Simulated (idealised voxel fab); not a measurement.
Process module in this document: voxel wiring stack
275 nm wide, 5 nm square cells: that's cross-section cut.
Think of the cross-section as a grid of square cells. We describe it in bands, top to bottom, and each band covers one or more rows of those cells.
Within each band entry, the heights of the top and of the bottom of the band appear first, in that order and in nm; the materials of the band then follow from left to right, each with its corresponding width in nm. The designation "edge to edge" on a single material indicates that it fills the band from edge to edge; the designation "blank" indicates empty space.
A quick word on heights: they are counted from 0, and under that level the wafer as it came to us is one material throughout. The lowest band is different from the rest in having no bottom; it simply continues downward, written as in "0 down".
Top row gets the first number, bottom row gets the second, and each row in between changes by the same step: that is how a band width like "30..40" works.
Given "nothing was modified" for a step, no cell of the cross-section differs between before and after that step.
Enclosed voids (no open way to top), threshold 8 cells or more, entry "Closed void roster", notation width x height at distance, distance from left edge, nm.
Where a step's line continues beyond its settings, the continuation is a remark by the simulator itself on that step.
overlay nm: mask offset rightward from planned place, masked step; negative means leftward offset.

-- So here's the lineup of process steps we planned
1,RECEIVE [material Si]
2,CONFORMAL_DEP [material SiO2] [thk nm 10]
3,CONFORMAL_DEP [material SiN] [thk nm 5]
4,DIRECTIONAL_DEP [material lowk] [thk nm 15]
5,MASKED_ETCH [tone open] [mask id METAL_1] [width nm 30] [pitch nm 60] [etch materials lowk] [depth nm 15] [overlay nm 0]
6,MASKED_ETCH [tone open] [mask id METAL_1] [width nm 30] [pitch nm 60] [etch materials SiN] [depth nm 5] [overlay nm 0]
7,CONFORMAL_DEP [material TiN] [thk nm 5]
8,FILL_DEP [material W] [thk nm 10]
9,CMP [height nm 30]
10,CONFORMAL_DEP [material SiCN] [thk nm 5]
11,DIRECTIONAL_DEP [material lowk] [thk nm 10]
12,DIRECTIONAL_DEP [material aC] [thk nm 15]
13,PATTERN [tone open] [mask id PLUG_1] [material resist] [width nm 15] [pitch nm 120] [thk nm 35] [overlay nm 0]
14,DIRECTIONAL_ETCH [etch materials aC] [depth nm 15]
15,STRIP [etch materials resist]
16,DIRECTIONAL_ETCH [etch materials lowk] [depth nm 10]
17,DIRECTIONAL_ETCH [etch materials SiCN] [depth nm 5]
18,STRIP [etch materials aC]
19,CONFORMAL_DEP [material TiN] [thk nm 5]
20,FILL_DEP [material Ru] [thk nm 5]
21,CMP [height nm 45]
22,DIRECTIONAL_DEP [material TiN] [thk nm 5]
23,DIRECTIONAL_DEP [material W] [thk nm 15]
24,MASKED_ETCH [tone cover] [mask id METAL_2] [width nm 30] [pitch nm 60] [etch materials W] [depth nm 15] [overlay nm 0]
25,MASKED_ETCH [tone cover] [mask id METAL_2] [width nm 30] [pitch nm 60] [etch materials TiN] [depth nm 5] [overlay nm 0]
26,CONFORMAL_DEP [material SiCN] [thk nm 5]
27,FILL_DEP [material SiO2] [thk nm 5]
28,CMP [height nm 65]
29,CONFORMAL_DEP [material SiCN] [thk nm 5]
30,DIRECTIONAL_DEP [material SiO2] [thk nm 25]
31,DIRECTIONAL_DEP [material aC] [thk nm 15]
32,PATTERN [tone open] [mask id METAL_3_HOLES] [material resist] [width nm 15] [pitch nm 60] [thk nm 35] [overlay nm 0]
33,DIRECTIONAL_ETCH [etch materials aC] [depth nm 15]
34,STRIP [etch materials resist]
35,DIRECTIONAL_ETCH [etch materials SiO2] [depth nm 25]
36,STRIP [etch materials aC]
37,DIRECTIONAL_DEP [material aC] [thk nm 10]
38,PATTERN [tone open] [mask id METAL_3] [material resist] [width nm 30] [pitch nm 60] [thk nm 30] [overlay nm 0]
39,DIRECTIONAL_ETCH [etch materials aC] [depth nm 10]
40,STRIP [etch materials resist]
41,DIRECTIONAL_ETCH [etch materials SiO2] [depth nm 15]
42,DIRECTIONAL_ETCH [etch materials SiCN] [depth nm 5]
43,STRIP [etch materials aC]
44,CONFORMAL_DEP [material TiN] [thk nm 5]
45,FILL_DEP [material Cu] [thk nm 5]
46,CMP [height nm 95]
47,CONFORMAL_DEP [material SiCN] [thk nm 5]

-- Wafer cross-section on receipt, i.e. after step 1
- 0 down | Si edge to edge
- Closed void roster: none

-- Starting wafer: above. Plan: above. Run: one mistake. Cross-section after the module: below
- 105 to 100 | SiCN edge to edge
- 100 to 95 | 35 nm TiN, then 20 nm Cu, then 40 nm TiN, then 20 nm Cu, then 40 nm TiN, then 20 nm Cu, then 40 nm TiN, then 20 nm Cu, then 40 nm TiN
- 95 to 85 | 30 nm SiO2, then 5 nm TiN, then 20 nm Cu, then 5 nm TiN, then 30 nm SiO2, then 5 nm TiN, then 20 nm Cu, then 5 nm TiN, then 30 nm SiO2, then 5 nm TiN, then 20 nm Cu, then 5 nm TiN, then 30 nm SiO2, then 5 nm TiN, then 20 nm Cu, then 5 nm TiN, then 35 nm SiO2
- 85 to 80 | 30 nm SiO2, then 5 nm TiN, then 5 nm Cu, then 20 nm TiN, then 30 nm SiO2, then 5 nm TiN, then 5 nm Cu, then 20 nm TiN, then 30 nm SiO2, then 5 nm TiN, then 5 nm Cu, then 20 nm TiN, then 30 nm SiO2, then 5 nm TiN, then 5 nm Cu, then 20 nm TiN, then 35 nm SiO2
- 80 to 70 | 30 nm SiO2, then 5 nm TiN, then 5 nm Cu, then 5 nm TiN, then 45 nm SiO2, then 5 nm TiN, then 5 nm Cu, then 5 nm TiN, then 45 nm SiO2, then 5 nm TiN, then 5 nm Cu, then 5 nm TiN, then 45 nm SiO2, then 5 nm TiN, then 5 nm Cu, then 5 nm TiN, then 50 nm SiO2
- 70 to 65 | 30 nm SiCN, then 15 nm TiN, then 45 nm SiCN, then 15 nm TiN, then 45 nm SiCN, then 15 nm TiN, then 45 nm SiCN, then 15 nm TiN, then 50 nm SiCN
- 65 to 50 | 25 nm SiO2, then 5 nm SiCN, then 30 nm W, then 5 nm SiCN, then 20 nm SiO2, then 5 nm SiCN, then 30 nm W, then 5 nm SiCN, then 20 nm SiO2, then 5 nm SiCN, then 30 nm W, then 5 nm SiCN, then 20 nm SiO2, then 5 nm SiCN, then 30 nm W, then 5 nm SiCN, then 30 nm SiO2
- 50 to 45 | 30 nm SiCN, then 30 nm TiN, then 30 nm SiCN, then 30 nm TiN, then 30 nm SiCN, then 30 nm TiN, then 30 nm SiCN, then 30 nm TiN, then 35 nm SiCN
- 45 to 35 | 30 nm lowk, then 5 nm TiN, then 5 nm Ru, then 5 nm TiN, then 105 nm lowk, then 5 nm TiN, then 5 nm Ru, then 5 nm TiN, then 110 nm lowk
- 35 to 30 | 30 nm SiCN, then 15 nm TiN, then 105 nm SiCN, then 15 nm TiN, then 110 nm SiCN
- 30 to 15 | 30 nm lowk, then 5 nm TiN, then 20 nm W, then 5 nm TiN, then 30 nm lowk, then 5 nm TiN, then 20 nm W, then 5 nm TiN, then 30 nm lowk, then 5 nm TiN, then 20 nm W, then 5 nm TiN, then 30 nm lowk, then 5 nm TiN, then 20 nm W, then 5 nm TiN, then 35 nm lowk
- 15 to 10 | 30 nm SiN, then 30 nm TiN, then 30 nm SiN, then 30 nm TiN, then 30 nm SiN, then 30 nm TiN, then 30 nm SiN, then 30 nm TiN, then 35 nm SiN
- 10 to 0 | SiO2 edge to edge
- 0 down | Si edge to edge
- Closed void roster: none
Processing error: heads up, step 46 didn't go per plan, it actually ran as CMP [height nm 100]
